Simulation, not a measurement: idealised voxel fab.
A process module follows: voxel transistor to metal.
Square cell edge 5 nm, section width 210 nm, ID cut.
Heads up, the way a cross-section reads in here is a grid of square cells, handed over as bands from the top down, with every band being one or more rows of cells. The band entry comprises the height of the band's top followed by the height of its bottom, expressed in nm, and subsequently the band's materials from left to right, each stated together with its width in nm. Where a single material is marked with the word "all across", that material fills the band from edge to edge. The word "empty" represents empty space. Heights are measured from 0, the level below which the as-received wafer is all one material; the lowest band has no bottom and continues downward, written as in "0 and below". So if you see something like "30->40" for the width, read it as the top row of the band sitting at the first number and the bottom row at the second, with every row in between moving by the same amount as the last. Take "all unchanged" at face value: in the step it is given for, the cross-section changed in none of its cells. Closed empty spaces (no open way to the top) of 8 cells or more are what "Enclosed void entries" lists, each as width x height at distance from the left edge, nm for all three. Where a step's line continues beyond its settings, the continuation is a remark by the simulator itself on that step. On any step carrying a mask, the "overlay nm" setting, if present on the step's line, tells how far right of its planned place the mask lay; negative values point to the left.
Planned process steps
1,RECEIVE, material Si
2,CONFORMAL_DEP, material SiO2, thk nm 5
3,CONFORMAL_DEP, material SiN, thk nm 15
4,MASKED_ETCH, tone cover, mask id ACTIVE, width nm 120, etch materials SiN, depth nm 15, overlay nm 0
5,MASKED_ETCH, tone cover, mask id ACTIVE, width nm 120, etch materials SiO2, depth nm 5, overlay nm 0
6,MASKED_ETCH, tone cover, mask id ACTIVE, width nm 120, etch materials Si, depth nm 35, overlay nm 0
7,FILL_DEP, material SiO2, thk nm 10
8,CMP, height nm 20
9,SELECTIVE_ETCH, etch materials SiO2, depth nm 5
10,STRIP, etch materials SiN
11,SELECTIVE_ETCH, etch materials SiO2, depth nm 5
12,OXIDIZE, depth nm 5
13,DIRECTIONAL_DEP, material polySi, thk nm 25
14,DIRECTIONAL_DEP, material SiCN, thk nm 15
15,MASKED_ETCH, tone cover, mask id GATE, width nm 30, etch materials SiCN, depth nm 25, overlay nm 0
16,MASKED_ETCH, tone cover, mask id GATE, width nm 30, etch materials polySi, depth nm 35, overlay nm 0
17,CONFORMAL_DEP, material SiN, thk nm 10
18,DIRECTIONAL_ETCH, etch materials SiN, depth nm 10
19,DIRECTIONAL_ETCH, etch materials SiO2, depth nm 5
20,EPI, material SiGe, thk nm 5
21,FILL_DEP, material SiO2, thk nm 10
22,CMP, height nm 25
23,STRIP, etch materials polySi
24,SELECTIVE_ETCH, etch materials SiO2, depth nm 5
25,CONFORMAL_DEP, material HfO2, thk nm 5
26,CONFORMAL_DEP, material TiN, thk nm 5
27,FILL_DEP, material W, thk nm 10
28,CMP, height nm 20
29,DIRECTIONAL_DEP, material SiO2, thk nm 15
30,PATTERN, tone open, mask id CONTACT, material resist, width nm 15, pitch nm 85, thk nm 15, overlay nm 0
31,DIRECTIONAL_ETCH, etch materials SiO2, depth nm 35
32,STRIP, etch materials resist
33,CONFORMAL_DEP, material TiN, thk nm 5
34,FILL_DEP, material W, thk nm 5
35,CMP, height nm 35
36,CONFORMAL_DEP, material SiCN, thk nm 5
37,DIRECTIONAL_DEP, material SiO2, thk nm 15
38,MASKED_ETCH, tone open, mask id METAL_1, width nm 15, pitch nm 85, etch materials SiO2, depth nm 15, overlay nm 0
39,MASKED_ETCH, tone open, mask id METAL_1, width nm 15, pitch nm 85, etch materials SiCN, depth nm 5, overlay nm 0
40,CONFORMAL_DEP, material TiN, thk nm 5
41,FILL_DEP, material Cu, thk nm 10
42,CMP, height nm 55
43,CONFORMAL_DEP, material SiCN, thk nm 5
44,DIRECTIONAL_DEP, material SiO2, thk nm 30
45,DIRECTIONAL_DEP, material aC, thk nm 15
46,PATTERN, tone open, mask id METAL_2, material resist, width nm 15, pitch nm 85, thk nm 35, overlay nm 0
47,DIRECTIONAL_ETCH, etch materials aC, depth nm 15
48,STRIP, etch materials resist
49,DIRECTIONAL_ETCH, etch materials SiO2, depth nm 15
50,STRIP, etch materials aC
51,PATTERN, tone open, mask id METAL_2_HOLES, material resist, width nm 15, pitch nm 85, thk nm 20, overlay nm 0
52,DIRECTIONAL_ETCH, etch materials SiO2, depth nm 15
53,DIRECTIONAL_ETCH, etch materials SiCN, depth nm 5
54,STRIP, etch materials resist
55,CONFORMAL_DEP, material TiN, thk nm 5
56,FILL_DEP, material Cu, thk nm 10
57,CMP, height nm 90
58,CONFORMAL_DEP, material SiN, thk nm 5
Below: the first of two wafers, run as planned
As-received wafer cross-section (after step 1)
* 0 and below | Si all across
* Enclosed void entries: none
Wafer xsec, post step 2
* 5 down to 0 | SiO2 all across
* Note: structure below 0 unchanged.
Wafer xsec, post step 3
* 20 down to 5 | SiN all across
* Note: structure below 5 unchanged.
Wafer xsec, post step 4
* 20 down to 5 | empty 45 nm; SiN 120 nm; empty 45 nm
* Note: structure below 5 unchanged.
Wafer xsec, post step 5
* 20 down to 5 | empty 45 nm; SiN 120 nm; empty 45 nm
* 5 down to 0 | empty 45 nm; SiO2 120 nm; empty 45 nm
* Note: structure below 0 unchanged.
Wafer xsec, post step 6
* 20 down to 5 | empty 45 nm; SiN 120 nm; empty 45 nm
* 5 down to 0 | empty 45 nm; SiO2 120 nm; empty 45 nm
* 0 down to -35 | empty 45 nm; Si 120 nm; empty 45 nm
* Note: structure below -35 unchanged.
Wafer xsec, post step 7
* 30 down to 20 | SiO2 all across
* 20 down to 5 | SiO2 45 nm; SiN 120 nm; SiO2 45 nm
* 5 down to 0 | SiO2 all across
* 0 down to -35 | SiO2 45 nm; Si 120 nm; SiO2 45 nm
* Note: structure below -35 unchanged.
Wafer xsec, post step 8
* 20 down to 5 | SiO2 45 nm; SiN 120 nm; SiO2 45 nm
* Note: structure below 5 unchanged.
Wafer xsec, post step 9
* 20 down to 15 | empty 45 nm; SiN 120 nm; empty 45 nm
* Note: structure below 15 unchanged.
Wafer xsec, post step 10
* 15 down to 5 | SiO2 45 nm; empty 120 nm; SiO2 45 nm
* Note: structure below 5 unchanged.
Wafer xsec, post step 11
* 10 down to 0 | SiO2 40 nm; empty 130 nm; SiO2 40 nm
* Note: structure below 0 unchanged.
Wafer xsec, post step 12
* 10 down to 0 | SiO2 40 nm; empty 130 nm; SiO2 40 nm
* 0 down to -5 | SiO2 all across
* Note: structure below -5 unchanged.
Wafer xsec, post step 13
* 35 down to 25 | polySi 40 nm; empty 130 nm; polySi 40 nm
* 25 down to 10 | polySi all across
* 10 down to 0 | SiO2 40 nm; polySi 130 nm; SiO2 40 nm
* Note: structure below 0 unchanged.
Wafer xsec, post step 14
* 50 down to 40 | SiCN 40 nm; empty 130 nm; SiCN 40 nm
* 40 down to 35 | SiCN all across
* 35 down to 25 | polySi 40 nm; SiCN 130 nm; polySi 40 nm
* Note: structure below 25 unchanged.
Wafer xsec, post step 15
* 40 down to 35 | empty 90 nm; SiCN 30 nm; empty 90 nm
* 35 down to 25 | polySi 40 nm; empty 50 nm; SiCN 30 nm; empty 50 nm; polySi 40 nm
* Note: structure below 25 unchanged.
Wafer xsec, post step 16
* 40 down to 25 | empty 90 nm; SiCN 30 nm; empty 90 nm
* 25 down to 10 | empty 90 nm; polySi 30 nm; empty 90 nm
* 10 down to 0 | SiO2 40 nm; empty 50 nm; polySi 30 nm; empty 50 nm; SiO2 40 nm
* Note: structure below 0 unchanged.
Wafer xsec, post step 17
* 50 down to 40 | empty 80 nm; SiN 50 nm; empty 80 nm
* 40 down to 25 | empty 80 nm; SiN 10 nm; SiCN 30 nm; SiN 10 nm; empty 80 nm
* 25 down to 20 | empty 80 nm; SiN 10 nm; polySi 30 nm; SiN 10 nm; empty 80 nm
* 20 down to 10 | SiN 50 nm; empty 30 nm; SiN 10 nm; polySi 30 nm; SiN 10 nm; empty 30 nm; SiN 50 nm
* 10 down to 0 | SiO2 40 nm; SiN 50 nm; polySi 30 nm; SiN 50 nm; SiO2 40 nm
* Note: structure below 0 unchanged.
Wafer xsec, post step 18
* 40 down to 25 | empty 80 nm; SiN 10 nm; SiCN 30 nm; SiN 10 nm; empty 80 nm
* 25 down to 10 | empty 80 nm; SiN 10 nm; polySi 30 nm; SiN 10 nm; empty 80 nm
* 10 down to 0 | SiO2 40 nm; SiN 10 nm; empty 30 nm; SiN 10 nm; polySi 30 nm; SiN 10 nm; empty 30 nm; SiN 10 nm; SiO2 40 nm
* Note: structure below 0 unchanged.
Wafer xsec, post step 19
* 40 down to 25 | empty 80 nm; SiN 10 nm; SiCN 30 nm; SiN 10 nm; empty 80 nm
* 25 down to 10 | empty 80 nm; SiN 10 nm; polySi 30 nm; SiN 10 nm; empty 80 nm
* 10 down to 5 | empty 40 nm; SiN 10 nm; empty 30 nm; SiN 10 nm; polySi 30 nm; SiN 10 nm; empty 30 nm; SiN 10 nm; empty 40 nm
* 5 down to 0 | SiO2 40 nm; SiN 10 nm; empty 30 nm; SiN 10 nm; polySi 30 nm; SiN 10 nm; empty 30 nm; SiN 10 nm; SiO2 40 nm
* 0 down to -5 | SiO2 50 nm; empty 30 nm; SiO2 50 nm; empty 30 nm; SiO2 50 nm
* Note: structure below -5 unchanged.
Wafer xsec, post step 20
* 40 down to 25 | empty 80 nm; SiN 10 nm; SiCN 30 nm; SiN 10 nm; empty 80 nm
* 25 down to 10 | empty 80 nm; SiN 10 nm; polySi 30 nm; SiN 10 nm; empty 80 nm
* 10 down to 5 | empty 40 nm; SiN 10 nm; empty 30 nm; SiN 10 nm; polySi 30 nm; SiN 10 nm; empty 30 nm; SiN 10 nm; empty 40 nm
* 5 down to 0 | SiO2 40 nm; SiN 10 nm; empty 30 nm; SiN 10 nm; polySi 30 nm; SiN 10 nm; empty 30 nm; SiN 10 nm; SiO2 40 nm
* 0 down to -5 | SiO2 50 nm; SiGe 30 nm; SiO2 50 nm; SiGe 30 nm; SiO2 50 nm
* Note: structure below -5 unchanged.
Wafer xsec, post step 21
* 50 down to 40 | SiO2 all across
* 40 down to 25 | SiO2 80 nm; SiN 10 nm; SiCN 30 nm; SiN 10 nm; SiO2 80 nm
* 25 down to 10 | SiO2 80 nm; SiN 10 nm; polySi 30 nm; SiN 10 nm; SiO2 80 nm
* 10 down to 0 | SiO2 40 nm; SiN 10 nm; SiO2 30 nm; SiN 10 nm; polySi 30 nm; SiN 10 nm; SiO2 30 nm; SiN 10 nm; SiO2 40 nm
* Note: structure below 0 unchanged.
Wafer xsec, post step 22
* 25 down to 10 | SiO2 80 nm; SiN 10 nm; polySi 30 nm; SiN 10 nm; SiO2 80 nm
* Note: structure below 10 unchanged.
Wafer xsec, post step 23
* 25 down to 10 | SiO2 80 nm; SiN 10 nm; empty 30 nm; SiN 10 nm; SiO2 80 nm
* 10 down to 0 | SiO2 40 nm; SiN 10 nm; SiO2 30 nm; SiN 10 nm; empty 30 nm; SiN 10 nm; SiO2 30 nm; SiN 10 nm; SiO2 40 nm
* Note: structure below 0 unchanged.
Wafer xsec, post step 24
* 25 down to 20 | empty 80 nm; SiN 10 nm; empty 30 nm; SiN 10 nm; empty 80 nm
* 20 down to 10 | SiO2 80 nm; SiN 10 nm; empty 30 nm; SiN 10 nm; SiO2 80 nm
* 10 down to 0 | SiO2 40 nm; SiN 10 nm; SiO2 30 nm; SiN 10 nm; empty 30 nm; SiN 10 nm; SiO2 30 nm; SiN 10 nm; SiO2 40 nm
* 0 down to -5 | SiO2 50 nm; SiGe 30 nm; SiO2 5 nm; empty 40 nm; SiO2 5 nm; SiGe 30 nm; SiO2 50 nm
* Note: structure below -5 unchanged.
Wafer xsec, post step 25
* 30 down to 25 | empty 75 nm; HfO2 20 nm; empty 20 nm; HfO2 20 nm; empty 75 nm
* 25 down to 20 | HfO2 80 nm; SiN 10 nm; HfO2 5 nm; empty 20 nm; HfO2 5 nm; SiN 10 nm; HfO2 80 nm
* 20 down to 10 | SiO2 80 nm; SiN 10 nm; HfO2 5 nm; empty 20 nm; HfO2 5 nm; SiN 10 nm; SiO2 80 nm
* 10 down to 0 | SiO2 40 nm; SiN 10 nm; SiO2 30 nm; SiN 10 nm; HfO2 5 nm; empty 20 nm; HfO2 5 nm; SiN 10 nm; SiO2 30 nm; SiN 10 nm; SiO2 40 nm
* 0 down to -5 | SiO2 50 nm; SiGe 30 nm; SiO2 5 nm; HfO2 40 nm; SiO2 5 nm; SiGe 30 nm; SiO2 50 nm
* Note: structure below -5 unchanged.
Wafer xsec, post step 26
* 35 down to 30 | empty 70 nm; TiN 30 nm; empty 10 nm; TiN 30 nm; empty 70 nm
* 30 down to 25 | TiN 75 nm; HfO2 20 nm; TiN 5 nm; empty 10 nm; TiN 5 nm; HfO2 20 nm; TiN 75 nm
* 25 down to 20 | HfO2 80 nm; SiN 10 nm; HfO2 5 nm; TiN 5 nm; empty 10 nm; TiN 5 nm; HfO2 5 nm; SiN 10 nm; HfO2 80 nm
* 20 down to 10 | SiO2 80 nm; SiN 10 nm; HfO2 5 nm; TiN 5 nm; empty 10 nm; TiN 5 nm; HfO2 5 nm; SiN 10 nm; SiO2 80 nm
* 10 down to 5 | SiO2 40 nm; SiN 10 nm; SiO2 30 nm; SiN 10 nm; HfO2 5 nm; TiN 5 nm; empty 10 nm; TiN 5 nm; HfO2 5 nm; SiN 10 nm; SiO2 30 nm; SiN 10 nm; SiO2 40 nm
* 5 down to 0 | SiO2 40 nm; SiN 10 nm; SiO2 30 nm; SiN 10 nm; HfO2 5 nm; TiN 20 nm; HfO2 5 nm; SiN 10 nm; SiO2 30 nm; SiN 10 nm; SiO2 40 nm
* Note: structure below 0 unchanged.
Wafer xsec, post step 27
* 45 down to 35 | W all across
* 35 down to 30 | W 70 nm; TiN 30 nm; W 10 nm; TiN 30 nm; W 70 nm
* 30 down to 25 | TiN 75 nm; HfO2 20 nm; TiN 5 nm; W 10 nm; TiN 5 nm; HfO2 20 nm; TiN 75 nm
* 25 down to 20 | HfO2 80 nm; SiN 10 nm; HfO2 5 nm; TiN 5 nm; W 10 nm; TiN 5 nm; HfO2 5 nm; SiN 10 nm; HfO2 80 nm
* 20 down to 10 | SiO2 80 nm; SiN 10 nm; HfO2 5 nm; TiN 5 nm; W 10 nm; TiN 5 nm; HfO2 5 nm; SiN 10 nm; SiO2 80 nm
* 10 down to 5 | SiO2 40 nm; SiN 10 nm; SiO2 30 nm; SiN 10 nm; HfO2 5 nm; TiN 5 nm; W 10 nm; TiN 5 nm; HfO2 5 nm; SiN 10 nm; SiO2 30 nm; SiN 10 nm; SiO2 40 nm
* Note: structure below 5 unchanged.
Wafer xsec, post step 28
* 20 down to 10 | SiO2 80 nm; SiN 10 nm; HfO2 5 nm; TiN 5 nm; W 10 nm; TiN 5 nm; HfO2 5 nm; SiN 10 nm; SiO2 80 nm
* Note: structure below 10 unchanged.
Wafer xsec, post step 29
* 35 down to 20 | SiO2 all across
* Note: structure below 20 unchanged.
Wafer xsec, post step 30
* 50 down to 35 | resist 55 nm; empty 15 nm; resist 70 nm; empty 15 nm; resist 55 nm
* Note: structure below 35 unchanged.
Wafer xsec, post step 31
* 50 down to 35 | resist 55 nm; empty 15 nm; resist 70 nm; empty 15 nm; resist 55 nm
* 35 down to 20 | SiO2 55 nm; empty 15 nm; SiO2 70 nm; empty 15 nm; SiO2 55 nm
* 20 down to 10 | SiO2 55 nm; empty 15 nm; SiO2 10 nm; SiN 10 nm; HfO2 5 nm; TiN 5 nm; W 10 nm; TiN 5 nm; HfO2 5 nm; SiN 10 nm; SiO2 10 nm; empty 15 nm; SiO2 55 nm
* 10 down to 5 | SiO2 40 nm; SiN 10 nm; SiO2 5 nm; empty 15 nm; SiO2 10 nm; SiN 10 nm; HfO2 5 nm; TiN 5 nm; W 10 nm; TiN 5 nm; HfO2 5 nm; SiN 10 nm; SiO2 10 nm; empty 15 nm; SiO2 5 nm; SiN 10 nm; SiO2 40 nm
* 5 down to 0 | SiO2 40 nm; SiN 10 nm; SiO2 5 nm; empty 15 nm; SiO2 10 nm; SiN 10 nm; HfO2 5 nm; TiN 20 nm; HfO2 5 nm; SiN 10 nm; SiO2 10 nm; empty 15 nm; SiO2 5 nm; SiN 10 nm; SiO2 40 nm
* Note: structure below 0 unchanged.
Wafer xsec, post step 32
* 35 down to 20 | SiO2 55 nm; empty 15 nm; SiO2 70 nm; empty 15 nm; SiO2 55 nm
* Note: structure below 20 unchanged.
Wafer xsec, post step 33
* 40 down to 35 | TiN 60 nm; empty 5 nm; TiN 80 nm; empty 5 nm; TiN 60 nm
* 35 down to 20 | SiO2 55 nm; TiN 5 nm; empty 5 nm; TiN 5 nm; SiO2 70 nm; TiN 5 nm; empty 5 nm; TiN 5 nm; SiO2 55 nm
* 20 down to 10 | SiO2 55 nm; TiN 5 nm; empty 5 nm; TiN 5 nm; SiO2 10 nm; SiN 10 nm; HfO2 5 nm; TiN 5 nm; W 10 nm; TiN 5 nm; HfO2 5 nm; SiN 10 nm; SiO2 10 nm; TiN 5 nm; empty 5 nm; TiN 5 nm; SiO2 55 nm
* 10 down to 5 | SiO2 40 nm; SiN 10 nm; SiO2 5 nm; TiN 5 nm; empty 5 nm; TiN 5 nm; SiO2 10 nm; SiN 10 nm; HfO2 5 nm; TiN 5 nm; W 10 nm; TiN 5 nm; HfO2 5 nm; SiN 10 nm; SiO2 10 nm; TiN 5 nm; empty 5 nm; TiN 5 nm; SiO2 5 nm; SiN 10 nm; SiO2 40 nm
* 5 down to 0 | SiO2 40 nm; SiN 10 nm; SiO2 5 nm; TiN 15 nm; SiO2 10 nm; SiN 10 nm; HfO2 5 nm; TiN 20 nm; HfO2 5 nm; SiN 10 nm; SiO2 10 nm; TiN 15 nm; SiO2 5 nm; SiN 10 nm; SiO2 40 nm
* Note: structure below 0 unchanged.
Wafer xsec, post step 34
* 45 down to 40 | W all across
* 40 down to 35 | TiN 60 nm; W 5 nm; TiN 80 nm; W 5 nm; TiN 60 nm
* 35 down to 20 | SiO2 55 nm; TiN 5 nm; W 5 nm; TiN 5 nm; SiO2 70 nm; TiN 5 nm; W 5 nm; TiN 5 nm; SiO2 55 nm
* 20 down to 10 | SiO2 55 nm; TiN 5 nm; W 5 nm; TiN 5 nm; SiO2 10 nm; SiN 10 nm; HfO2 5 nm; TiN 5 nm; W 10 nm; TiN 5 nm; HfO2 5 nm; SiN 10 nm; SiO2 10 nm; TiN 5 nm; W 5 nm; TiN 5 nm; SiO2 55 nm
* 10 down to 5 | SiO2 40 nm; SiN 10 nm; SiO2 5 nm; TiN 5 nm; W 5 nm; TiN 5 nm; SiO2 10 nm; SiN 10 nm; HfO2 5 nm; TiN 5 nm; W 10 nm; TiN 5 nm; HfO2 5 nm; SiN 10 nm; SiO2 10 nm; TiN 5 nm; W 5 nm; TiN 5 nm; SiO2 5 nm; SiN 10 nm; SiO2 40 nm
* Note: structure below 5 unchanged.
Wafer xsec, post step 35
* 35 down to 20 | SiO2 55 nm; TiN 5 nm; W 5 nm; TiN 5 nm; SiO2 70 nm; TiN 5 nm; W 5 nm; TiN 5 nm; SiO2 55 nm
* Note: structure below 20 unchanged.
Wafer xsec, post step 36
* 40 down to 35 | SiCN all across
* Note: structure below 35 unchanged.
Wafer xsec, post step 37
* 55 down to 40 | SiO2 all across
* Note: structure below 40 unchanged.
Wafer xsec, post step 38
* 55 down to 40 | SiO2 55 nm; empty 15 nm; SiO2 70 nm; empty 15 nm; SiO2 55 nm
* Note: structure below 40 unchanged.
Wafer xsec, post step 39
* 55 down to 40 | SiO2 55 nm; empty 15 nm; SiO2 70 nm; empty 15 nm; SiO2 55 nm
* 40 down to 35 | SiCN 55 nm; empty 15 nm; SiCN 70 nm; empty 15 nm; SiCN 55 nm
* Note: structure below 35 unchanged.
Wafer xsec, post step 40
* 60 down to 55 | TiN 60 nm; empty 5 nm; TiN 80 nm; empty 5 nm; TiN 60 nm
* 55 down to 40 | SiO2 55 nm; TiN 5 nm; empty 5 nm; TiN 5 nm; SiO2 70 nm; TiN 5 nm; empty 5 nm; TiN 5 nm; SiO2 55 nm
* 40 down to 35 | SiCN 55 nm; TiN 15 nm; SiCN 70 nm; TiN 15 nm; SiCN 55 nm
* Note: structure below 35 unchanged.
Wafer xsec, post step 41
* 70 down to 60 | Cu all across
* 60 down to 55 | TiN 60 nm; Cu 5 nm; TiN 80 nm; Cu 5 nm; TiN 60 nm
* 55 down to 40 | SiO2 55 nm; TiN 5 nm; Cu 5 nm; TiN 5 nm; SiO2 70 nm; TiN 5 nm; Cu 5 nm; TiN 5 nm; SiO2 55 nm
* Note: structure below 40 unchanged.
Wafer xsec, post step 42
* 55 down to 40 | SiO2 55 nm; TiN 5 nm; Cu 5 nm; TiN 5 nm; SiO2 70 nm; TiN 5 nm; Cu 5 nm; TiN 5 nm; SiO2 55 nm
* Note: structure below 40 unchanged.
Wafer xsec, post step 43
* 60 down to 55 | SiCN all across
* Note: structure below 55 unchanged.
Wafer xsec, post step 44
* 90 down to 60 | SiO2 all across
* Note: structure below 60 unchanged.
Wafer xsec, post step 45
* 105 down to 90 | aC all across
* Note: structure below 90 unchanged.
Wafer xsec, post step 46
* 140 down to 105 | resist 55 nm; empty 15 nm; resist 70 nm; empty 15 nm; resist 55 nm
* Note: structure below 105 unchanged.
Wafer xsec, post step 47
* 125 down to 105 | resist 55 nm; empty 15 nm; resist 70 nm; empty 15 nm; resist 55 nm
* 105 down to 90 | aC 55 nm; empty 15 nm; aC 70 nm; empty 15 nm; aC 55 nm
* Note: structure below 90 unchanged.
Wafer xsec, post step 48
* 105 down to 90 | aC 55 nm; empty 15 nm; aC 70 nm; empty 15 nm; aC 55 nm
* Note: structure below 90 unchanged.
Wafer xsec, post step 49
* 105 down to 90 | aC 55 nm; empty 15 nm; aC 70 nm; empty 15 nm; aC 55 nm
* 90 down to 75 | SiO2 55 nm; empty 15 nm; SiO2 70 nm; empty 15 nm; SiO2 55 nm
* Note: structure below 75 unchanged.
Wafer xsec, post step 50
* 90 down to 75 | SiO2 55 nm; empty 15 nm; SiO2 70 nm; empty 15 nm; SiO2 55 nm
* Note: structure below 75 unchanged.
Wafer xsec, post step 51
* 110 down to 90 | resist 55 nm; empty 15 nm; resist 70 nm; empty 15 nm; resist 55 nm
* Note: structure below 90 unchanged.
Wafer xsec, post step 52
* 110 down to 90 | resist 55 nm; empty 15 nm; resist 70 nm; empty 15 nm; resist 55 nm
* 90 down to 60 | SiO2 55 nm; empty 15 nm; SiO2 70 nm; empty 15 nm; SiO2 55 nm
* Note: structure below 60 unchanged.
Wafer xsec, post step 53
* 110 down to 90 | resist 55 nm; empty 15 nm; resist 70 nm; empty 15 nm; resist 55 nm
* 90 down to 60 | SiO2 55 nm; empty 15 nm; SiO2 70 nm; empty 15 nm; SiO2 55 nm
* 60 down to 55 | SiCN 55 nm; empty 15 nm; SiCN 70 nm; empty 15 nm; SiCN 55 nm
* Note: structure below 55 unchanged.
Wafer xsec, post step 54
* 90 down to 60 | SiO2 55 nm; empty 15 nm; SiO2 70 nm; empty 15 nm; SiO2 55 nm
* Note: structure below 60 unchanged.
Wafer xsec, post step 55
* 95 down to 90 | TiN 60 nm; empty 5 nm; TiN 80 nm; empty 5 nm; TiN 60 nm
* 90 down to 60 | SiO2 55 nm; TiN 5 nm; empty 5 nm; TiN 5 nm; SiO2 70 nm; TiN 5 nm; empty 5 nm; TiN 5 nm; SiO2 55 nm
* 60 down to 55 | SiCN 55 nm; TiN 15 nm; SiCN 70 nm; TiN 15 nm; SiCN 55 nm
* Note: structure below 55 unchanged.
Wafer xsec, post step 56
* 105 down to 95 | Cu all across
* 95 down to 90 | TiN 60 nm; Cu 5 nm; TiN 80 nm; Cu 5 nm; TiN 60 nm
* 90 down to 60 | SiO2 55 nm; TiN 5 nm; Cu 5 nm; TiN 5 nm; SiO2 70 nm; TiN 5 nm; Cu 5 nm; TiN 5 nm; SiO2 55 nm
* Note: structure below 60 unchanged.
Wafer xsec, post step 57
* 90 down to 60 | SiO2 55 nm; TiN 5 nm; Cu 5 nm; TiN 5 nm; SiO2 70 nm; TiN 5 nm; Cu 5 nm; TiN 5 nm; SiO2 55 nm
* Note: structure below 60 unchanged.
Wafer xsec, post step 58
* 95 down to 90 | SiN all across
* Note: structure below 90 unchanged.
Companion wafer, the second of two: same beginning, same intended sequence, one mistake in carrying it out; through step 38 inclusive it tracks the first exactly
Second wafer at the planned finish of step 39, seen in cross-section
* 55 down to 40 | SiO2 55 nm; empty 15 nm; SiO2 70 nm; empty 15 nm; SiO2 55 nm
* 40 down to 35 | SiCN 65 nm; empty 5 nm; SiCN 80 nm; empty 5 nm; SiCN 55 nm
* Note: structure below 35 unchanged.
Second wafer at the planned finish of step 40, seen in cross-section
* 60 down to 55 | TiN 60 nm; empty 5 nm; TiN 80 nm; empty 5 nm; TiN 60 nm
* 55 down to 45 | SiO2 55 nm; TiN 5 nm; empty 5 nm; TiN 5 nm; SiO2 70 nm; TiN 5 nm; empty 5 nm; TiN 5 nm; SiO2 55 nm
* 45 down to 40 | SiO2 55 nm; TiN 15 nm; SiO2 70 nm; TiN 15 nm; SiO2 55 nm
* 40 down to 35 | SiCN 65 nm; TiN 5 nm; SiCN 80 nm; TiN 5 nm; SiCN 55 nm
* Note: structure below 35 unchanged.
Second wafer at the planned finish of step 41, seen in cross-section
* 70 down to 60 | Cu all across
* 60 down to 55 | TiN 60 nm; Cu 5 nm; TiN 80 nm; Cu 5 nm; TiN 60 nm
* 55 down to 45 | SiO2 55 nm; TiN 5 nm; Cu 5 nm; TiN 5 nm; SiO2 70 nm; TiN 5 nm; Cu 5 nm; TiN 5 nm; SiO2 55 nm
* Note: structure below 45 unchanged.
Second wafer at the planned finish of step 42, seen in cross-section
* 55 down to 45 | SiO2 55 nm; TiN 5 nm; Cu 5 nm; TiN 5 nm; SiO2 70 nm; TiN 5 nm; Cu 5 nm; TiN 5 nm; SiO2 55 nm
* Note: structure below 45 unchanged.
Second wafer at the planned finish of step 43, seen in cross-section
* 60 down to 55 | SiCN all across
* Note: structure below 55 unchanged.
Second wafer at the planned finish of step 44, seen in cross-section
* 90 down to 60 | SiO2 all across
* Note: structure below 60 unchanged.
Second wafer at the planned finish of step 45, seen in cross-section
* 105 down to 90 | aC all across
* Note: structure below 90 unchanged.
Second wafer at the planned finish of step 46, seen in cross-section
* 140 down to 105 | resist 55 nm; empty 15 nm; resist 70 nm; empty 15 nm; resist 55 nm
* Note: structure below 105 unchanged.
Second wafer at the planned finish of step 47, seen in cross-section
* 125 down to 105 | resist 55 nm; empty 15 nm; resist 70 nm; empty 15 nm; resist 55 nm
* 105 down to 90 | aC 55 nm; empty 15 nm; aC 70 nm; empty 15 nm; aC 55 nm
* Note: structure below 90 unchanged.
Second wafer at the planned finish of step 48, seen in cross-section
* 105 down to 90 | aC 55 nm; empty 15 nm; aC 70 nm; empty 15 nm; aC 55 nm
* Note: structure below 90 unchanged.
Second wafer at the planned finish of step 49, seen in cross-section
* 105 down to 90 | aC 55 nm; empty 15 nm; aC 70 nm; empty 15 nm; aC 55 nm
* 90 down to 75 | SiO2 55 nm; empty 15 nm; SiO2 70 nm; empty 15 nm; SiO2 55 nm
* Note: structure below 75 unchanged.
Second wafer at the planned finish of step 50, seen in cross-section
* 90 down to 75 | SiO2 55 nm; empty 15 nm; SiO2 70 nm; empty 15 nm; SiO2 55 nm
* Note: structure below 75 unchanged.
Second wafer at the planned finish of step 51, seen in cross-section
* 110 down to 90 | resist 55 nm; empty 15 nm; resist 70 nm; empty 15 nm; resist 55 nm
* Note: structure below 90 unchanged.
Second wafer at the planned finish of step 52, seen in cross-section
* 110 down to 90 | resist 55 nm; empty 15 nm; resist 70 nm; empty 15 nm; resist 55 nm
* 90 down to 60 | SiO2 55 nm; empty 15 nm; SiO2 70 nm; empty 15 nm; SiO2 55 nm
* Note: structure below 60 unchanged.
Second wafer at the planned finish of step 53, seen in cross-section
* 110 down to 90 | resist 55 nm; empty 15 nm; resist 70 nm; empty 15 nm; resist 55 nm
* 90 down to 60 | SiO2 55 nm; empty 15 nm; SiO2 70 nm; empty 15 nm; SiO2 55 nm
* 60 down to 55 | SiCN 55 nm; empty 15 nm; SiCN 70 nm; empty 15 nm; SiCN 55 nm
* Note: structure below 55 unchanged.
Second wafer at the planned finish of step 54, seen in cross-section
* 90 down to 60 | SiO2 55 nm; empty 15 nm; SiO2 70 nm; empty 15 nm; SiO2 55 nm
* Note: structure below 60 unchanged.
Second wafer at the planned finish of step 55, seen in cross-section
* 95 down to 90 | TiN 60 nm; empty 5 nm; TiN 80 nm; empty 5 nm; TiN 60 nm
* 90 down to 60 | SiO2 55 nm; TiN 5 nm; empty 5 nm; TiN 5 nm; SiO2 70 nm; TiN 5 nm; empty 5 nm; TiN 5 nm; SiO2 55 nm
* 60 down to 55 | SiCN 55 nm; TiN 15 nm; SiCN 70 nm; TiN 15 nm; SiCN 55 nm
* Note: structure below 55 unchanged.
Second wafer at the planned finish of step 56, seen in cross-section
* 105 down to 95 | Cu all across
* 95 down to 90 | TiN 60 nm; Cu 5 nm; TiN 80 nm; Cu 5 nm; TiN 60 nm
* 90 down to 60 | SiO2 55 nm; TiN 5 nm; Cu 5 nm; TiN 5 nm; SiO2 70 nm; TiN 5 nm; Cu 5 nm; TiN 5 nm; SiO2 55 nm
* Note: structure below 60 unchanged.
Second wafer at the planned finish of step 57, seen in cross-section
* 90 down to 60 | SiO2 55 nm; TiN 5 nm; Cu 5 nm; TiN 5 nm; SiO2 70 nm; TiN 5 nm; Cu 5 nm; TiN 5 nm; SiO2 55 nm
* Note: structure below 60 unchanged.
Second wafer at the planned finish of step 58, seen in cross-section
* 95 down to 90 | SiN all across
* Note: structure below 90 unchanged.
The mistake made against the process plan was this: heads up, step 39 didn't go per plan, it actually ran as MASKED_ETCH, tone open, mask id METAL_1, width nm 15, pitch nm 85, etch materials SiCN, depth nm 5, overlay nm 10
The final cell counts differ between the wafers, with the second having more or fewer of some materials than the first: Cu -2 | SiCN +4 | TiN -2
